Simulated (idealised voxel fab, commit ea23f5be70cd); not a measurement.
process module | voxel double patterning
cross-section cut | 220 nm wide | cells 5 nm
A cross-section is a grid of square cells, given in bands from the top down. A band is one or more rows of cells.
Each band's line starts with the height of the band's top and of its bottom, in nm. Then come its materials from left to right, each with its width in nm. One material with "throughout" fills the band from edge to edge. "air" is empty space.
Height 0 is the level under which the wafer as received is all one material. The lowest band goes on downwards, as in "0 down".
A width such as "30 to 40" changes by the same amount from each row of cells to the next, from the band's top row to its bottom row.
"no change" after a step means that no cell of the cross-section changed.
closed voids: empty space of 8 cells or more with no open way to the top, each as width x height at its distance from the left edge, in nm
after a step's settings: what the simulator itself notes on the step
overlay nm, on a step with a mask: how far to the right of its planned place the mask lay; to the left if negative
plan
1 op RECEIVE | material Si
2 op CONFORMAL_DEP | material SiO2 | thk nm 10
3 op DIRECTIONAL_DEP | material TiN | thk nm 20
4 op DIRECTIONAL_DEP | material SiCN | thk nm 5
5 op MASKED_ETCH | tone open | mask id FIRST | width nm 15 | pitch nm 50 | etch materials SiCN | depth nm 5 | overlay nm 0
6 op DIRECTIONAL_DEP | material aC | thk nm 15
7 op PATTERN | tone open | mask id SECOND | material resist | width nm 15 | pitch nm 50 | thk nm 35 | overlay nm 0
8 op DIRECTIONAL_ETCH | etch materials aC | depth nm 15
9 op STRIP | etch materials resist
10 op DIRECTIONAL_ETCH | etch materials SiCN | depth nm 5
11 op STRIP | etch materials aC
12 op DIRECTIONAL_ETCH | etch materials TiN | depth nm 20
13 op STRIP | etch materials SiCN
as received, after step 1
  0 down: Si throughout
  closed voids: none
a wafer at the end: this start, this plan, one mistake
  30 to 10: TiN 50 | air 15 | TiN 10 | air 15 | TiN 10 | air 15 | TiN 10 | air 15 | TiN 10 | air 15 | TiN 55
  10 to 0: TiN throughout
  0 down: Si throughout
  closed voids: none
what went wrong: step 2 ran as: op CONFORMAL_DEP | material TiN | thk nm 10
